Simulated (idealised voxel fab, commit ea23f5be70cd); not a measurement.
This is a process module. Its name is voxel tone inversion.
Cross-sectional view cut (width: 210 nm; square cell size: 5 nm).
Cross-section = grid of square cells, listed top down in bands; band = one or more rows.
For a band, the entry starts with two heights in nm, that of the top and then that of the bottom, and carries on with the band's materials in order from left to right, each alongside its width in nm; the word "everywhere" beside a single material means it fills the band edge to edge, and "empty" means empty space.
Height reference: 0 = level under which incoming wafer is all one material. Lowest band: no bottom, runs on downward, e.g. "0 and below".
With a width like "30 to 40", each row of cells in the band differs from the next by the same amount, the top row carrying the first number and the bottom row the second.
"nothing was modified" (step): cross-section cells unchanged, all of them.
Entry "closed voids" = empty spaces >= 8 cells with no open way to the top; each as width x height at distance, distance from left edge, all nm.
Anything after a step's settings on that line? It's the simulator's own note about the step.
The line of a step may include "overlay nm". On a step with a mask, this value is how far to the right of its planned place the mask lay. A negative value means the mask lay to the left.
Quick note on how to read the rest: it's all pairs. You get the cross-section before a process step and the one after, but the after one only goes down as far as the lowest band that changed. The step in between, with its settings, sits under the pair. Heads up, the pairs can come from different runs of this module on the same starting wafer, so don't assume a pair picks up from the one above unless its "Pre-step snapshot" entry says it does.

Pre-step snapshot
  0 and below | Si everywhere
  closed voids: none

Resulting Structure
  5 down to 0 | SiCN everywhere
  Beneath the level 0, the cross-section is identical to its previous state.
  closed voids: none
The two cross-sections above are separated by a single process step, namely CONFORMAL_DEP,material SiCN,thk nm 5

Pre-step snapshot: we pick up right where the pair above leaves off, with its after cross-section.

Resulting Structure
  30 down to 5 | aC everywhere
  Beneath the level 5, the cross-section is identical to its previous state.
  closed voids: none
The two cross-sections above are separated by a single process step, namely DIRECTIONAL_DEP,material aC,thk nm 25

Pre-step snapshot: we pick up right where the pair above leaves off, with its after cross-section.

Resulting Structure
  60 down to 30 | empty 75 | resist 15 | empty 25 | resist 15 | empty 80
  Beneath the level 30, the cross-section is identical to its previous state.
  closed voids: none
The two cross-sections above are separated by a single process step, namely PATTERN,tone cover,mask id POSTS,material resist,width nm 15,pitch nm 40,thk nm 30,overlay nm 0

Pre-step snapshot: we pick up right where the pair above leaves off, with its after cross-section.

Resulting Structure
  35 down to 30 | empty 75 | resist 15 | empty 25 | resist 15 | empty 80
  30 down to 5 | empty 75 | aC 15 | empty 25 | aC 15 | empty 80
  Beneath the level 5, the cross-section is identical to its previous state.
  closed voids: none
The two cross-sections above are separated by a single process step, namely DIRECTIONAL_ETCH,etch materials aC,depth nm 25

Pre-step snapshot: we pick up right where the pair above leaves off, with its after cross-section.

Resulting Structure
  30 down to 5 | empty 75 | aC 15 | empty 25 | aC 15 | empty 80
  Beneath the level 5, the cross-section is identical to its previous state.
  closed voids: none
The two cross-sections above are separated by a single process step, namely STRIP,etch materials resist

Pre-step snapshot: we pick up right where the pair above leaves off, with its after cross-section.

Resulting Structure
  35 down to 30 | lowk everywhere
  30 down to 5 | lowk 75 | aC 15 | lowk 25 | aC 15 | lowk 80
  Beneath the level 5, the cross-section is identical to its previous state.
  closed voids: none
The two cross-sections above are separated by a single process step, namely FILL_DEP,material lowk,thk nm 5

Pre-step snapshot: we pick up right where the pair above leaves off, with its after cross-section.

Resulting Structure
  30 down to 5 | lowk 75 | aC 15 | lowk 25 | aC 15 | lowk 80
  Beneath the level 5, the cross-section is identical to its previous state.
  closed voids: none
The two cross-sections above are separated by a single process step, namely CMP,height nm 30

Pre-step snapshot: we pick up right where the pair above leaves off, with its after cross-section.

Resulting Structure
  30 down to 5 | lowk 75 | empty 15 | lowk 25 | empty 15 | lowk 80
  Beneath the level 5, the cross-section is identical to its previous state.
  closed voids: none
The two cross-sections above are separated by a single process step, namely STRIP,etch materials aC

Pre-step snapshot: we pick up right where the pair above leaves off, with its after cross-section.

Resulting Structure
  35 down to 30 | TiN 80 | empty 5 | TiN 35 | empty 5 | TiN 85
  30 down to 10 | lowk 75 | TiN 5 | empty 5 | TiN 5 | lowk 25 | TiN 5 | empty 5 | TiN 5 | lowk 80
  10 down to 5 | lowk 75 | TiN 15 | lowk 25 | TiN 15 | lowk 80
  Beneath the level 5, the cross-section is identical to its previous state.
  closed voids: none
The two cross-sections above are separated by a single process step, namely CONFORMAL_DEP,material TiN,thk nm 5

Pre-step snapshot: we pick up right where the pair above leaves off, with its after cross-section.

Resulting Structure
  45 down to 35 | Ru everywhere
  35 down to 30 | TiN 80 | Ru 5 | TiN 35 | Ru 5 | TiN 85
  30 down to 10 | lowk 75 | TiN 5 | Ru 5 | TiN 5 | lowk 25 | TiN 5 | Ru 5 | TiN 5 | lowk 80
  Beneath the level 10, the cross-section is identical to its previous state.
  closed voids: none
The two cross-sections above are separated by a single process step, namely FILL_DEP,material Ru,thk nm 10

Pre-step snapshot: we pick up right where the pair above leaves off, with its after cross-section.

Resulting Structure
  30 down to 10 | lowk 75 | TiN 5 | Ru 5 | TiN 5 | lowk 25 | TiN 5 | Ru 5 | TiN 5 | lowk 80
  Beneath the level 10, the cross-section is identical to its previous state.
  closed voids: none
The two cross-sections above are separated by a single process step, namely CMP,height nm 30

Pre-step snapshot: we pick up right where the pair above leaves off, with its after cross-section.

Resulting Structure
  35 down to 30 | SiCN everywhere
  Beneath the level 30, the cross-section is identical to its previous state.
  closed voids: none
The two cross-sections above are separated by a single process step, namely CONFORMAL_DEP,material SiCN,thk nm 5

Pre-step snapshot
  0 and below | Si everywhere
  closed voids: none

Resulting Structure
  25 down to 0 | aC everywhere
  Beneath the level 0, the cross-section is identical to its previous state.
  closed voids: none
The two cross-sections above are separated by a single process step, namely DIRECTIONAL_DEP,material aC,thk nm 25

Pre-step snapshot: we pick up right where the pair above leaves off, with its after cross-section.

Resulting Structure
  55 down to 25 | empty 75 | resist 15 | empty 25 | resist 15 | empty 80
  Beneath the level 25, the cross-section is identical to its previous state.
  closed voids: none
The two cross-sections above are separated by a single process step, namely PATTERN,tone cover,mask id POSTS,material resist,width nm 15,pitch nm 40,thk nm 30,overlay nm 0

Pre-step snapshot: we pick up right where the pair above leaves off, with its after cross-section.

Resulting Structure
  30 down to 25 | empty 75 | resist 15 | empty 25 | resist 15 | empty 80
  25 down to 0 | empty 75 | aC 15 | empty 25 | aC 15 | empty 80
  Beneath the level 0, the cross-section is identical to its previous state.
  closed voids: none
The two cross-sections above are separated by a single process step, namely DIRECTIONAL_ETCH,etch materials aC,depth nm 25

Pre-step snapshot: we pick up right where the pair above leaves off, with its after cross-section.

Resulting Structure
  25 down to 0 | empty 75 | aC 15 | empty 25 | aC 15 | empty 80
  Beneath the level 0, the cross-section is identical to its previous state.
  closed voids: none
The two cross-sections above are separated by a single process step, namely STRIP,etch materials resist

Pre-step snapshot: we pick up right where the pair above leaves off, with its after cross-section.

Resulting Structure
  30 down to 25 | lowk everywhere
  25 down to 0 | lowk 75 | aC 15 | lowk 25 | aC 15 | lowk 80
  Beneath the level 0, the cross-section is identical to its previous state.
  closed voids: none
The two cross-sections above are separated by a single process step, namely FILL_DEP,material lowk,thk nm 5

Pre-step snapshot: we pick up right where the pair above leaves off, with its after cross-section.

Resulting Structure
  35 down to 30 | TiN everywhere
  Beneath the level 30, the cross-section is identical to its previous state.
  closed voids: none
The two cross-sections above are separated by a single process step, namely CONFORMAL_DEP,material TiN,thk nm 5

Pre-step snapshot: we pick up right where the pair above leaves off, with its after cross-section.

Resulting Structure
  45 down to 35 | Ru everywhere
  Beneath the level 35, the cross-section is identical to its previous state.
  closed voids: none
The two cross-sections above are separated by a single process step, namely FILL_DEP,material Ru,thk nm 10

Pre-step snapshot: we pick up right where the pair above leaves off, with its after cross-section.

Resulting Structure
  30 down to 25 | lowk everywhere
  Beneath the level 25, the cross-section is identical to its previous state.
  closed voids: none
The two cross-sections above are separated by a single process step, namely CMP,height nm 30

Pre-step snapshot: we pick up right where the pair above leaves off, with its after cross-section.

Resulting Structure
  35 down to 30 | SiCN everywhere
  Beneath the level 30, the cross-section is identical to its previous state.
  closed voids: none
The two cross-sections above are separated by a single process step, namely CONFORMAL_DEP,material SiCN,thk nm 5

Pre-step snapshot
  25 down to 0 | aC everywhere
  0 and below | Si everywhere
  closed voids: none

Resulting Structure
  30 down to 25 | SiCN everywhere
  Beneath the level 25, the cross-section is identical to its previous state.
  closed voids: none
The two cross-sections above are separated by a single process step, namely CONFORMAL_DEP,material SiCN,thk nm 5

Pre-step snapshot: we pick up right where the pair above leaves off, with its after cross-section.

Resulting Structure
  60 down to 30 | empty 75 | resist 15 | empty 25 | resist 15 | empty 80
  Beneath the level 30, the cross-section is identical to its previous state.
  closed voids: none
The two cross-sections above are separated by a single process step, namely PATTERN,tone cover,mask id POSTS,material resist,width nm 15,pitch nm 40,thk nm 30,overlay nm 0

Pre-step snapshot: we pick up right where the pair above leaves off, with its after cross-section.

Resulting Structure
  35 down to 30 | empty 75 | resist 15 | empty 25 | resist 15 | empty 80
  Beneath the level 30, the cross-section is identical to its previous state.
  closed voids: none
The two cross-sections above are separated by a single process step, namely DIRECTIONAL_ETCH,etch materials aC,depth nm 25

Pre-step snapshot: we pick up right where the pair above leaves off, with its after cross-section.

Resulting Structure
  30 down to 25 | SiCN everywhere
  Beneath the level 25, the cross-section is identical to its previous state.
  closed voids: none
The two cross-sections above are separated by a single process step, namely STRIP,etch materials resist

Pre-step snapshot: we pick up right where the pair above leaves off, with its after cross-section.

Resulting Structure
  35 down to 30 | lowk everywhere
  Beneath the level 30, the cross-section is identical to its previous state.
  closed voids: none
The two cross-sections above are separated by a single process step, namely FILL_DEP,material lowk,thk nm 5

Pre-step snapshot: we pick up right where the pair above leaves off, with its after cross-section.

Resulting Structure
  30 down to 25 | SiCN everywhere
  Beneath the level 25, the cross-section is identical to its previous state.
  closed voids: none
The two cross-sections above are separated by a single process step, namely CMP,height nm 30

Pre-step snapshot: we pick up right where the pair above leaves off, with its after cross-section.

Resulting Structure
  35 down to 30 | TiN everywhere
  Beneath the level 30, the cross-section is identical to its previous state.
  closed voids: none
The two cross-sections above are separated by a single process step, namely CONFORMAL_DEP,material TiN,thk nm 5

Pre-step snapshot: we pick up right where the pair above leaves off, with its after cross-section.

Resulting Structure
  45 down to 35 | Ru everywhere
  Beneath the level 35, the cross-section is identical to its previous state.
  closed voids: none
The two cross-sections above are separated by a single process step, namely FILL_DEP,material Ru,thk nm 10

Pre-step snapshot: we pick up right where the pair above leaves off, with its after cross-section.

Resulting Structure
  30 down to 25 | SiCN everywhere
  Beneath the level 25, the cross-section is identical to its previous state.
  closed voids: none
The two cross-sections above are separated by a single process step, namely CMP,height nm 30

Pre-step snapshot: we pick up right where the pair above leaves off, with its after cross-section.

Resulting Structure
  35 down to 25 | SiCN everywhere
  Beneath the level 25, the cross-section is identical to its previous state.
  closed voids: none
The two cross-sections above are separated by a single process step, namely CONFORMAL_DEP,material SiCN,thk nm 5

Pre-step snapshot
  0 and below | Si everywhere
  closed voids: none

Resulting Structure
  15 down to 0 | SiCN everywhere
  Beneath the level 0, the cross-section is identical to its previous state.
  closed voids: none
The two cross-sections above are separated by a single process step, namely CONFORMAL_DEP,material SiCN,thk nm 15

Pre-step snapshot: we pick up right where the pair above leaves off, with its after cross-section.

Resulting Structure
  40 down to 15 | aC everywhere
  Beneath the level 15, the cross-section is identical to its previous state.
  closed voids: none
The two cross-sections above are separated by a single process step, namely DIRECTIONAL_DEP,material aC,thk nm 25

Pre-step snapshot: we pick up right where the pair above leaves off, with its after cross-section.

Resulting Structure
  70 down to 40 | empty 75 | resist 15 | empty 25 | resist 15 | empty 80
  Beneath the level 40, the cross-section is identical to its previous state.
  closed voids: none
The two cross-sections above are separated by a single process step, namely PATTERN,tone cover,mask id POSTS,material resist,width nm 15,pitch nm 40,thk nm 30,overlay nm 0

Pre-step snapshot: we pick up right where the pair above leaves off, with its after cross-section.

Resulting Structure
  45 down to 40 | empty 75 | resist 15 | empty 25 | resist 15 | empty 80
  40 down to 15 | empty 75 | aC 15 | empty 25 | aC 15 | empty 80
  Beneath the level 15, the cross-section is identical to its previous state.
  closed voids: none
The two cross-sections above are separated by a single process step, namely DIRECTIONAL_ETCH,etch materials aC,depth nm 25

Pre-step snapshot: we pick up right where the pair above leaves off, with its after cross-section.

Resulting Structure
  40 down to 15 | empty 75 | aC 15 | empty 25 | aC 15 | empty 80
  Beneath the level 15, the cross-section is identical to its previous state.
  closed voids: none
The two cross-sections above are separated by a single process step, namely STRIP,etch materials resist

Pre-step snapshot: we pick up right where the pair above leaves off, with its after cross-section.

Resulting Structure
  45 down to 40 | lowk everywhere
  40 down to 15 | lowk 75 | aC 15 | lowk 25 | aC 15 | lowk 80
  Beneath the level 15, the cross-section is identical to its previous state.
  closed voids: none
The two cross-sections above are separated by a single process step, namely FILL_DEP,material lowk,thk nm 5

Pre-step snapshot: we pick up right where the pair above leaves off, with its after cross-section.

Resulting Structure
  30 down to 15 | lowk 75 | aC 15 | lowk 25 | aC 15 | lowk 80
  Beneath the level 15, the cross-section is identical to its previous state.
  closed voids: none
The two cross-sections above are separated by a single process step, namely CMP,height nm 30

Pre-step snapshot: we pick up right where the pair above leaves off, with its after cross-section.

Resulting Structure
  30 down to 15 | lowk 75 | empty 15 | lowk 25 | empty 15 | lowk 80
  Beneath the level 15, the cross-section is identical to its previous state.
  closed voids: none
The two cross-sections above are separated by a single process step, namely STRIP,etch materials aC

Pre-step snapshot: we pick up right where the pair above leaves off, with its after cross-section.

Resulting Structure
  35 down to 30 | TiN 80 | empty 5 | TiN 35 | empty 5 | TiN 85
  30 down to 20 | lowk 75 | TiN 5 | empty 5 | TiN 5 | lowk 25 | TiN 5 | empty 5 | TiN 5 | lowk 80
  20 down to 15 | lowk 75 | TiN 15 | lowk 25 | TiN 15 | lowk 80
  Beneath the level 15, the cross-section is identical to its previous state.
  closed voids: none
The two cross-sections above are separated by a single process step, namely CONFORMAL_DEP,material TiN,thk nm 5

Pre-step snapshot: we pick up right where the pair above leaves off, with its after cross-section.

Resulting Structure
  45 down to 35 | Ru everywhere
  35 down to 30 | TiN 80 | Ru 5 | TiN 35 | Ru 5 | TiN 85
  30 down to 20 | lowk 75 | TiN 5 | Ru 5 | TiN 5 | lowk 25 | TiN 5 | Ru 5 | TiN 5 | lowk 80
  Beneath the level 20, the cross-section is identical to its previous state.
  closed voids: none
The two cross-sections above are separated by a single process step, namely FILL_DEP,material Ru,thk nm 10

Pre-step snapshot: we pick up right where the pair above leaves off, with its after cross-section.

Resulting Structure
  30 down to 20 | lowk 75 | TiN 5 | Ru 5 | TiN 5 | lowk 25 | TiN 5 | Ru 5 | TiN 5 | lowk 80
  Beneath the level 20, the cross-section is identical to its previous state.
  closed voids: none
The two cross-sections above are separated by a single process step, namely CMP,height nm 30

Pre-step snapshot: we pick up right where the pair above leaves off, with its after cross-section.

Resulting Structure
  35 down to 30 | SiCN everywhere
  Beneath the level 30, the cross-section is identical to its previous state.
  closed voids: none
The two cross-sections above are separated by a single process step, namely CONFORMAL_DEP,material SiCN,thk nm 5

Pre-step snapshot
  30 down to 5 | aC everywhere
  5 down to 0 | SiCN everywhere
  0 and below | Si everywhere
  closed voids: none

Resulting Structure
  60 down to 30 | empty 70 | resist 25 | empty 15 | resist 25 | empty 75
  Beneath the level 30, the cross-section is identical to its previous state.
  closed voids: none
The two cross-sections above are separated by a single process step, namely PATTERN,tone cover,mask id POSTS,material resist,width nm 25,pitch nm 40,thk nm 30,overlay nm 0

Pre-step snapshot: we pick up right where the pair above leaves off, with its after cross-section.

Resulting Structure
  35 down to 30 | empty 70 | resist 25 | empty 15 | resist 25 | empty 75
  30 down to 5 | empty 70 | aC 25 | empty 15 | aC 25 | empty 75
  Beneath the level 5, the cross-section is identical to its previous state.
  closed voids: none
The two cross-sections above are separated by a single process step, namely DIRECTIONAL_ETCH,etch materials aC,depth nm 25

Pre-step snapshot: we pick up right where the pair above leaves off, with its after cross-section.

Resulting Structure
  30 down to 5 | empty 70 | aC 25 | empty 15 | aC 25 | empty 75
  Beneath the level 5, the cross-section is identical to its previous state.
  closed voids: none
The two cross-sections above are separated by a single process step, namely STRIP,etch materials resist

Pre-step snapshot: we pick up right where the pair above leaves off, with its after cross-section.

Resulting Structure
  35 down to 30 | lowk everywhere
  30 down to 5 | lowk 70 | aC 25 | lowk 15 | aC 25 | lowk 75
  Beneath the level 5, the cross-section is identical to its previous state.
  closed voids: none
The two cross-sections above are separated by a single process step, namely FILL_DEP,material lowk,thk nm 5

Pre-step snapshot: we pick up right where the pair above leaves off, with its after cross-section.

Resulting Structure
  30 down to 5 | lowk 70 | aC 25 | lowk 15 | aC 25 | lowk 75
  Beneath the level 5, the cross-section is identical to its previous state.
  closed voids: none
The two cross-sections above are separated by a single process step, namely CMP,height nm 30

Pre-step snapshot: we pick up right where the pair above leaves off, with its after cross-section.

Resulting Structure
  30 down to 5 | lowk 70 | empty 25 | lowk 15 | empty 25 | lowk 75
  Beneath the level 5, the cross-section is identical to its previous state.
  closed voids: none
The two cross-sections above are separated by a single process step, namely STRIP,etch materials aC

Pre-step snapshot: we pick up right where the pair above leaves off, with its after cross-section.

Resulting Structure
  35 down to 30 | TiN 75 | empty 15 | TiN 25 | empty 15 | TiN 80
  30 down to 10 | lowk 70 | TiN 5 | empty 15 | TiN 5 | lowk 15 | TiN 5 | empty 15 | TiN 5 | lowk 75
  10 down to 5 | lowk 70 | TiN 25 | lowk 15 | TiN 25 | lowk 75
  Beneath the level 5, the cross-section is identical to its previous state.
  closed voids: none
The two cross-sections above are separated by a single process step, namely CONFORMAL_DEP,material TiN,thk nm 5

Pre-step snapshot: we pick up right where the pair above leaves off, with its after cross-section.

Resulting Structure
  45 down to 35 | Ru everywhere
  35 down to 30 | TiN 75 | Ru 15 | TiN 25 | Ru 15 | TiN 80
  30 down to 10 | lowk 70 | TiN 5 | Ru 15 | TiN 5 | lowk 15 | TiN 5 | Ru 15 | TiN 5 | lowk 75
  Beneath the level 10, the cross-section is identical to its previous state.
  closed voids: none
The two cross-sections above are separated by a single process step, namely FILL_DEP,material Ru,thk nm 10

Pre-step snapshot: we pick up right where the pair above leaves off, with its after cross-section.

Resulting Structure
  30 down to 10 | lowk 70 | TiN 5 | Ru 15 | TiN 5 | lowk 15 | TiN 5 | Ru 15 | TiN 5 | lowk 75
  Beneath the level 10, the cross-section is identical to its previous state.
  closed voids: none
The two cross-sections above are separated by a single process step, namely CMP,height nm 30

Pre-step snapshot: we pick up right where the pair above leaves off, with its after cross-section.

Resulting Structure
  35 down to 30 | SiCN everywhere
  Beneath the level 30, the cross-section is identical to its previous state.
  closed voids: none
The two cross-sections above are separated by a single process step, namely CONFORMAL_DEP,material SiCN,thk nm 5

Pre-step snapshot
  30 down to 5 | aC everywhere
  5 down to 0 | SiCN everywhere
  0 and below | Si everywhere
  closed voids: none

Resulting Structure
  60 down to 30 | empty 65 | resist 15 | empty 25 | resist 15 | empty 90
  Beneath the level 30, the cross-section is identical to its previous state.
  closed voids: none
The two cross-sections above are separated by a single process step, namely PATTERN,tone cover,mask id POSTS,material resist,width nm 15,pitch nm 40,thk nm 30,overlay nm -10

Pre-step snapshot: we pick up right where the pair above leaves off, with its after cross-section.

Resulting Structure
  35 down to 30 | empty 65 | resist 15 | empty 25 | resist 15 | empty 90
  30 down to 5 | empty 65 | aC 15 | empty 25 | aC 15 | empty 90
  Beneath the level 5, the cross-section is identical to its previous state.
  closed voids: none
The two cross-sections above are separated by a single process step, namely DIRECTIONAL_ETCH,etch materials aC,depth nm 25

Pre-step snapshot: we pick up right where the pair above leaves off, with its after cross-section.

Resulting Structure
  30 down to 5 | empty 65 | aC 15 | empty 25 | aC 15 | empty 90
  Beneath the level 5, the cross-section is identical to its previous state.
  closed voids: none
The two cross-sections above are separated by a single process step, namely STRIP,etch materials resist

Pre-step snapshot: we pick up right where the pair above leaves off, with its after cross-section.

Resulting Structure
  35 down to 30 | lowk everywhere
  30 down to 5 | lowk 65 | aC 15 | lowk 25 | aC 15 | lowk 90
  Beneath the level 5, the cross-section is identical to its previous state.
  closed voids: none
The two cross-sections above are separated by a single process step, namely FILL_DEP,material lowk,thk nm 5

Pre-step snapshot: we pick up right where the pair above leaves off, with its after cross-section.

Resulting Structure
  30 down to 5 | lowk 65 | aC 15 | lowk 25 | aC 15 | lowk 90
  Beneath the level 5, the cross-section is identical to its previous state.
  closed voids: none
The two cross-sections above are separated by a single process step, namely CMP,height nm 30

Pre-step snapshot: we pick up right where the pair above leaves off, with its after cross-section.

Resulting Structure
  30 down to 5 | lowk 65 | empty 15 | lowk 25 | empty 15 | lowk 90
  Beneath the level 5, the cross-section is identical to its previous state.
  closed voids: none
The two cross-sections above are separated by a single process step, namely STRIP,etch materials aC

Pre-step snapshot: we pick up right where the pair above leaves off, with its after cross-section.

Resulting Structure
  35 down to 30 | TiN 70 | empty 5 | TiN 35 | empty 5 | TiN 95
  30 down to 10 | lowk 65 | TiN 5 | empty 5 | TiN 5 | lowk 25 | TiN 5 | empty 5 | TiN 5 | lowk 90
  10 down to 5 | lowk 65 | TiN 15 | lowk 25 | TiN 15 | lowk 90
  Beneath the level 5, the cross-section is identical to its previous state.
  closed voids: none
The two cross-sections above are separated by a single process step, namely CONFORMAL_DEP,material TiN,thk nm 5

Pre-step snapshot: we pick up right where the pair above leaves off, with its after cross-section.

Resulting Structure
  45 down to 35 | Ru everywhere
  35 down to 30 | TiN 70 | Ru 5 | TiN 35 | Ru 5 | TiN 95
  30 down to 10 | lowk 65 | TiN 5 | Ru 5 | TiN 5 | lowk 25 | TiN 5 | Ru 5 | TiN 5 | lowk 90
  Beneath the level 10, the cross-section is identical to its previous state.
  closed voids: none
The two cross-sections above are separated by a single process step, namely FILL_DEP,material Ru,thk nm 10

Pre-step snapshot: we pick up right where the pair above leaves off, with its after cross-section.

Resulting Structure
  30 down to 10 | lowk 65 | TiN 5 | Ru 5 | TiN 5 | lowk 25 | TiN 5 | Ru 5 | TiN 5 | lowk 90
  Beneath the level 10, the cross-section is identical to its previous state.
  closed voids: none
The two cross-sections above are separated by a single process step, namely CMP,height nm 30

Pre-step snapshot: we pick up right where the pair above leaves off, with its after cross-section.

Resulting Structure
  35 down to 30 | SiCN everywhere
  Beneath the level 30, the cross-section is identical to its previous state.
  closed voids: none
The two cross-sections above are separated by a single process step, namely CONFORMAL_DEP,material SiCN,thk nm 5

Pre-step snapshot
  35 down to 30 | TiN 80 | empty 5 | TiN 35 | empty 5 | TiN 85
  30 down to 10 | lowk 75 | TiN 5 | empty 5 | TiN 5 | lowk 25 | TiN 5 | empty 5 | TiN 5 | lowk 80
  10 down to 5 | lowk 75 | TiN 15 | lowk 25 | TiN 15 | lowk 80
  5 down to 0 | SiCN everywhere
  0 and below | Si everywhere
  closed voids: none

Resulting Structure
  45 down to 35 | lowk everywhere
  35 down to 30 | TiN 80 | lowk 5 | TiN 35 | lowk 5 | TiN 85
  30 down to 10 | lowk 75 | TiN 5 | lowk 5 | TiN 5 | lowk 25 | TiN 5 | lowk 5 | TiN 5 | lowk 80
  Beneath the level 10, the cross-section is identical to its previous state.
  closed voids: none
The two cross-sections above are separated by a single process step, namely FILL_DEP,material lowk,thk nm 10

Pre-step snapshot: we pick up right where the pair above leaves off, with its after cross-section.

Resulting Structure
  30 down to 10 | lowk 75 | TiN 5 | lowk 5 | TiN 5 | lowk 25 | TiN 5 | lowk 5 | TiN 5 | lowk 80
  Beneath the level 10, the cross-section is identical to its previous state.
  closed voids: none
The two cross-sections above are separated by a single process step, namely CMP,height nm 30

Pre-step snapshot: we pick up right where the pair above leaves off, with its after cross-section.

Resulting Structure
  35 down to 30 | SiCN everywhere
  Beneath the level 30, the cross-section is identical to its previous state.
  closed voids: none
The two cross-sections above are separated by a single process step, namely CONFORMAL_DEP,material SiCN,thk nm 5

Pre-step snapshot
  30 down to 5 | aC everywhere
  5 down to 0 | SiCN everywhere
  0 and below | Si everywhere
  closed voids: none

Resulting Structure
  60 down to 30 | resist 75 | empty 15 | resist 25 | empty 15 | resist 80
  Beneath the level 30, the cross-section is identical to its previous state.
  closed voids: none
The two cross-sections above are separated by a single process step, namely PATTERN,tone open,mask id POSTS,material resist,width nm 15,pitch nm 40,thk nm 30,overlay nm 0

Pre-step snapshot: we pick up right where the pair above leaves off, with its after cross-section.

Resulting Structure
  35 down to 30 | resist 75 | empty 15 | resist 25 | empty 15 | resist 80
  30 down to 5 | aC 75 | empty 15 | aC 25 | empty 15 | aC 80
  Beneath the level 5, the cross-section is identical to its previous state.
  closed voids: none
The two cross-sections above are separated by a single process step, namely DIRECTIONAL_ETCH,etch materials aC,depth nm 25

Pre-step snapshot: we pick up right where the pair above leaves off, with its after cross-section.

Resulting Structure
  30 down to 5 | aC 75 | empty 15 | aC 25 | empty 15 | aC 80
  Beneath the level 5, the cross-section is identical to its previous state.
  closed voids: none
The two cross-sections above are separated by a single process step, namely STRIP,etch materials resist

Pre-step snapshot: we pick up right where the pair above leaves off, with its after cross-section.

Resulting Structure
  35 down to 30 | lowk everywhere
  30 down to 5 | aC 75 | lowk 15 | aC 25 | lowk 15 | aC 80
  Beneath the level 5, the cross-section is identical to its previous state.
  closed voids: none
The two cross-sections above are separated by a single process step, namely FILL_DEP,material lowk,thk nm 5

Pre-step snapshot: we pick up right where the pair above leaves off, with its after cross-section.

Resulting Structure
  30 down to 5 | aC 75 | lowk 15 | aC 25 | lowk 15 | aC 80
  Beneath the level 5, the cross-section is identical to its previous state.
  closed voids: none
The two cross-sections above are separated by a single process step, namely CMP,height nm 30

Pre-step snapshot: we pick up right where the pair above leaves off, with its after cross-section.

Resulting Structure
  30 down to 5 | empty 75 | lowk 15 | empty 25 | lowk 15 | empty 80
  Beneath the level 5, the cross-section is identical to its previous state.
  closed voids: none
The two cross-sections above are separated by a single process step, namely STRIP,etch materials aC

Pre-step snapshot: we pick up right where the pair above leaves off, with its after cross-section.

Resulting Structure
  35 down to 30 | empty 70 | TiN 25 | empty 15 | TiN 25 | empty 75
  30 down to 10 | empty 70 | TiN 5 | lowk 15 | TiN 5 | empty 15 | TiN 5 | lowk 15 | TiN 5 | empty 75
  10 down to 5 | TiN 75 | lowk 15 | TiN 25 | lowk 15 | TiN 80
  Beneath the level 5, the cross-section is identical to its previous state.
  closed voids: none
The two cross-sections above are separated by a single process step, namely CONFORMAL_DEP,material TiN,thk nm 5

Pre-step snapshot: we pick up right where the pair above leaves off, with its after cross-section.

Resulting Structure
  45 down to 35 | Ru everywhere
  35 down to 30 | Ru 70 | TiN 25 | Ru 15 | TiN 25 | Ru 75
  30 down to 10 | Ru 70 | TiN 5 | lowk 15 | TiN 5 | Ru 15 | TiN 5 | lowk 15 | TiN 5 | Ru 75
  Beneath the level 10, the cross-section is identical to its previous state.
  closed voids: none
The two cross-sections above are separated by a single process step, namely FILL_DEP,material Ru,thk nm 10

Pre-step snapshot: we pick up right where the pair above leaves off, with its after cross-section.

Resulting Structure
  30 down to 10 | Ru 70 | TiN 5 | lowk 15 | TiN 5 | Ru 15 | TiN 5 | lowk 15 | TiN 5 | Ru 75
  Beneath the level 10, the cross-section is identical to its previous state.
  closed voids: none
The two cross-sections above are separated by a single process step, namely CMP,height nm 30

Pre-step snapshot: we pick up right where the pair above leaves off, with its after cross-section.

Resulting Structure
  35 down to 30 | SiCN everywhere
  Beneath the level 30, the cross-section is identical to its previous state.
  closed voids: none
The two cross-sections above are separated by a single process step, namely CONFORMAL_DEP,material SiCN,thk nm 5
